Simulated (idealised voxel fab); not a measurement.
Process module under the name voxel self aligned contacts
Section cut is 240 nm wide and gridded with 5 nm square cells.
In what follows, cross-sections appear as grids of square cells, described through bands that run from the top down, where every band is one or more rows of cells.
Band entry format. Leading values: height of top, height of bottom, nm. Remainder: materials in left-to-right order, each with its width in nm. Special words: "throughout" on a single material, which then fills the band edge to edge; "air", empty space.
Note: height 0 marks the level under which the wafer is uniformly one material as received. Lowest band unbounded below, written "0 and below".
The expression "30 to 40" gives the width at the extremes of the band, the first number at its top row of cells and the second at its bottom row, with the width changing by equal amounts from each row to the next in between.
The cross-section has no changed cell in any step marked "no alteration".
"Closed void listing": sealed empty spaces, 8 cells or more, no open way to top, listed width x height at distance, with distance from the left edge and width, height and distance in nm.
It should be noted that, on the line of a given step, the content following the step's settings is a remark produced by the simulator itself with respect to that step.
overlay nm: on a step with a mask, how far right of its planned place the mask lay; negative means left.
-- Here's what the planned process steps look like
1,RECEIVE | material Si
2,OXIDIZE | depth nm 5
3,DIRECTIONAL_DEP | material polySi | thk nm 20
4,DIRECTIONAL_DEP | material SiN | thk nm 20
5,DIRECTIONAL_DEP | material aC | thk nm 15
6,PATTERN | tone cover | mask id GATE | material resist | width nm 30 | pitch nm 70 | thk nm 30 | overlay nm 0
7,DIRECTIONAL_ETCH | etch materials aC | depth nm 15
8,STRIP | etch materials resist
9,DIRECTIONAL_ETCH | etch materials SiN | depth nm 20
10,DIRECTIONAL_ETCH | etch materials polySi | depth nm 20
11,STRIP | etch materials aC
12,CONFORMAL_DEP | material SiN | thk nm 10
13,DIRECTIONAL_ETCH | etch materials SiN | depth nm 10
14,FILL_DEP | material SiO2 | thk nm 20
15,CMP | height nm 50
16,PATTERN | tone open | mask id CONTACT | material resist | width nm 50 | thk nm 20 | overlay nm 0
17,DIRECTIONAL_ETCH | etch materials SiO2 | depth nm 55
18,STRIP | etch materials resist
19,CONFORMAL_DEP | material TiN | thk nm 5
20,FILL_DEP | material W | thk nm 10
21,CMP | height nm 50
22,CONFORMAL_DEP | material SiCN | thk nm 5
-- This is the cross-section of the wafer as we received it, i.e. after step 1
0 and below  Si throughout
Closed void listing: none
-- Here's the wafer cut in cross-section after the module, started and planned just like above, except one thing was done wrong in the run
55 down to 50  SiCN throughout
50 down to 35  95 SiO2; 5 TiN; 40 W; 5 TiN; 95 SiO2
35 down to 30  95 SiO2; 10 TiN; 30 W; 10 TiN; 95 SiO2
30 down to 20  70 SiO2; 30 SiN; 5 TiN; 30 W; 5 TiN; 30 SiN; 70 SiO2
20 down to 0  70 SiO2; 30 polySi; 5 TiN; 30 W; 5 TiN; 30 polySi; 70 SiO2
0 down to -5  100 SiO2; 40 TiN; 100 SiO2
-5 and below  Si throughout
Closed void listing: none
The mistake made against the process plan was this: step 12 of the plan did not run at all; it was left out
